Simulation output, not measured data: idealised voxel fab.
process module | voxel released beams
cross-section cut | 230 nm wide | cells 5 nm
A cross-section is a grid of square cells, given in bands from the top down. A band is one or more rows of cells.
Each band's line starts with the height of the band's top and of its bottom, in nm. Then come its materials from left to right, each with its width in nm. One material with "throughout" fills the band from edge to edge. "air" is empty space.
Height 0 is the level under which the wafer as received is all one material. The lowest band goes on downwards, as in "0 down".
A width such as "30 to 40" changes by the same amount from each row of cells to the next, from the band's top row to its bottom row.
"no change" after a step means that no cell of the cross-section changed.
closed voids: empty space of 8 cells or more with no open way to the top, each as width x height at its distance from the left edge, in nm
after a step's settings: what the simulator itself notes on the step
overlay nm, on a step with a mask: how far to the right of its planned place the mask lay; to the left if negative
plan
1 op RECEIVE | material Si
2 op CONFORMAL_DEP | material SiN | thk nm 10
3 op DIRECTIONAL_DEP | material SiO2 | thk nm 20
4 op PATTERN | tone open | mask id ANCHOR | material resist | width nm 25 | thk nm 15 | overlay nm 0
5 op DIRECTIONAL_ETCH | etch materials SiO2 | depth nm 20
6 op STRIP | etch materials resist
7 op CONFORMAL_DEP | material polySi | thk nm 10
8 op PATTERN | tone cover | mask id BEAM | material resist | width nm 90 | thk nm 20 | overlay nm 0
9 op DIRECTIONAL_ETCH | etch materials polySi | depth nm 10
10 op STRIP | etch materials resist
11 op STRIP | etch materials SiO2
as received, after step 1
  0 down: Si throughout
  closed voids: none
first wafer at the end, as planned
  40 to 30: air 65 | polySi 15 | air 5 | polySi 70 | air 75
  30 to 20: air 70 | polySi 10 | air 5 | polySi 10 | air 135
  20 to 10: air 70 | polySi 25 | air 135
  10 to 0: SiN throughout
  0 down: Si throughout
  closed voids: none
second wafer at the end: like start, like plan, one mistake
  40 to 30: air 65 | polySi 25 | air 5 | polySi 60 | air 75
  30 to 20: air 80 | polySi 10 | air 5 | polySi 10 | air 125
  20 to 10: air 80 | polySi 25 | air 125
  10 to 0: SiN throughout
  0 down: Si throughout
  closed voids: none
what went wrong: step 4 ran as: op PATTERN | tone open | mask id ANCHOR | material resist | width nm 25 | thk nm 15 | overlay nm 10
at the end the second wafer has, in cells: as many of each material as the first, in other places
